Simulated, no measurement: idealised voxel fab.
process module | voxel transistor to metal
cross-section cut | 285 nm wide | cells 5 nm
A cross-section is a grid of square cells, given in bands from the top down. A band is one or more rows of cells.
Each band's line starts with the height of the band's top and of its bottom, in nm. Then come its materials from left to right, each with its width in nm. One material with "throughout" fills the band from edge to edge. "air" is empty space.
Height 0 is the level under which the wafer as received is all one material. The lowest band goes on downwards, as in "0 down".
A width such as "30 to 40" changes by the same amount from each row of cells to the next, from the band's top row to its bottom row.
"no change" after a step means that no cell of the cross-section changed.
closed voids: empty space of 8 cells or more with no open way to the top, each as width x height at its distance from the left edge, in nm
after a step's settings: what the simulator itself notes on the step
overlay nm, on a step with a mask: how far to the right of its planned place the mask lay; to the left if negative
plan
1 op RECEIVE | material Si
2 op CONFORMAL_DEP | material SiO2 | thk nm 5
3 op CONFORMAL_DEP | material SiN | thk nm 10
4 op DIRECTIONAL_DEP | material aC | thk nm 10
5 op PATTERN | tone cover | mask id ACTIVE | material resist | width nm 100 | pitch nm 130 | thk nm 25 | overlay nm 0
6 op DIRECTIONAL_ETCH | etch materials aC | depth nm 10
7 op STRIP | etch materials resist
8 op DIRECTIONAL_ETCH | etch materials SiN | depth nm 10
9 op DIRECTIONAL_ETCH | etch materials SiO2 | depth nm 5
10 op DIRECTIONAL_ETCH | etch materials Si | depth nm 35
11 op STRIP | etch materials aC
12 op FILL_DEP | material SiO2 | thk nm 15
13 op CMP | height nm 15
14 op SELECTIVE_ETCH | etch materials SiO2 | depth nm 10
15 op STRIP | etch materials SiN
16 op SELECTIVE_ETCH | etch materials SiO2 | depth nm 5
17 op OXIDIZE | depth nm 5
18 op DIRECTIONAL_DEP | material polySi | thk nm 20
19 op DIRECTIONAL_DEP | material SiCN | thk nm 15
20 op DIRECTIONAL_DEP | material aC | thk nm 10
21 op PATTERN | tone cover | mask id GATE | material resist | width nm 20 | pitch nm 130 | thk nm 25 | overlay nm 0
22 op DIRECTIONAL_ETCH | etch materials aC | depth nm 10
23 op STRIP | etch materials resist
24 op DIRECTIONAL_ETCH | etch materials SiCN | depth nm 25
25 op DIRECTIONAL_ETCH | etch materials polySi | depth nm 30
26 op STRIP | etch materials aC
27 op CONFORMAL_DEP | material SiO2 | thk nm 5
28 op DIRECTIONAL_ETCH | etch materials SiO2 | depth nm 5
29 op CONFORMAL_DEP | material SiN | thk nm 10
30 op DIRECTIONAL_ETCH | etch materials SiN | depth nm 10
31 op DIRECTIONAL_ETCH | etch materials SiO2 | depth nm 5
32 op DIRECTIONAL_ETCH | etch materials Si | depth nm 15
33 op EPI | material nSi | thk nm 20
34 op FILL_DEP | material SiO2 | thk nm 10
35 op CMP | height nm 35
36 op DIRECTIONAL_DEP | material SiO2 | thk nm 15
37 op PATTERN | tone open | mask id CONTACT | material resist | width nm 15 | thk nm 20 | overlay nm 0
38 op DIRECTIONAL_ETCH | etch materials SiO2 | depth nm 35
39 op STRIP | etch materials resist
40 op CONFORMAL_DEP | material TiN | thk nm 5
41 op FILL_DEP | material Ru | thk nm 5
42 op CMP | height nm 50
43 op DIRECTIONAL_DEP | material TiN | thk nm 5
44 op DIRECTIONAL_DEP | material Ru | thk nm 25
45 op MASKED_ETCH | tone cover | mask id METAL_1 | width nm 15 | etch materials Ru | depth nm 25 | overlay nm 0
46 op MASKED_ETCH | tone cover | mask id METAL_1 | width nm 15 | etch materials TiN | depth nm 5 | overlay nm 0
47 op CONFORMAL_DEP | material SiN | thk nm 5
48 op FILL_DEP | material lowk | thk nm 10
49 op CMP | height nm 80
50 op CONFORMAL_DEP | material SiCN | thk nm 5
as received, after step 1
  0 down: Si throughout
  closed voids: none
a wafer at the end: this start, this plan, one mistake
  85 to 80: SiCN throughout
  80 to 55: lowk 25 | SiN 5 | Ru 15 | SiN 5 | lowk 50 | SiN 5 | Ru 15 | SiN 5 | lowk 30 | SiN 5 | Ru 15 | SiN 5 | lowk 50 | SiN 5 | Ru 15 | SiN 5 | lowk 30
  55 to 50: SiN 30 | TiN 15 | SiN 60 | TiN 15 | SiN 40 | TiN 15 | SiN 60 | TiN 15 | SiN 35
  50 to 35: SiO2 30 | TiN 5 | Ru 5 | TiN 5 | SiO2 60 | TiN 5 | Ru 5 | TiN 5 | SiO2 40 | TiN 5 | Ru 5 | TiN 5 | SiO2 60 | TiN 5 | Ru 5 | TiN 5 | SiO2 35
  35 to 20: SiO2 30 | TiN 5 | Ru 5 | TiN 5 | SiO2 5 | SiN 10 | SiO2 5 | polySi 20 | SiO2 5 | SiN 10 | SiO2 5 | TiN 5 | Ru 5 | TiN 5 | SiO2 40 | TiN 5 | Ru 5 | TiN 5 | SiO2 5 | SiN 10 | SiO2 5 | polySi 20 | SiO2 5 | SiN 10 | SiO2 5 | TiN 5 | Ru 5 | TiN 5 | SiO2 35
  20 to 15: SiO2 30 | TiN 15 | SiO2 5 | SiN 10 | SiO2 5 | polySi 20 | SiO2 5 | SiN 10 | SiO2 5 | TiN 15 | SiO2 40 | TiN 15 | SiO2 5 | SiN 10 | SiO2 5 | polySi 20 | SiO2 5 | SiN 10 | SiO2 5 | TiN 15 | SiO2 35
  15 to 5: SiO2 25 | SiN 100 | SiO2 30 | SiN 100 | SiO2 30
  5 to 0: SiO2 throughout
  0 to -35: SiO2 25 | Si 100 | SiO2 30 | Si 100 | SiO2 30
  -35 down: Si throughout
  closed voids: none
what went wrong: step 13 was left out
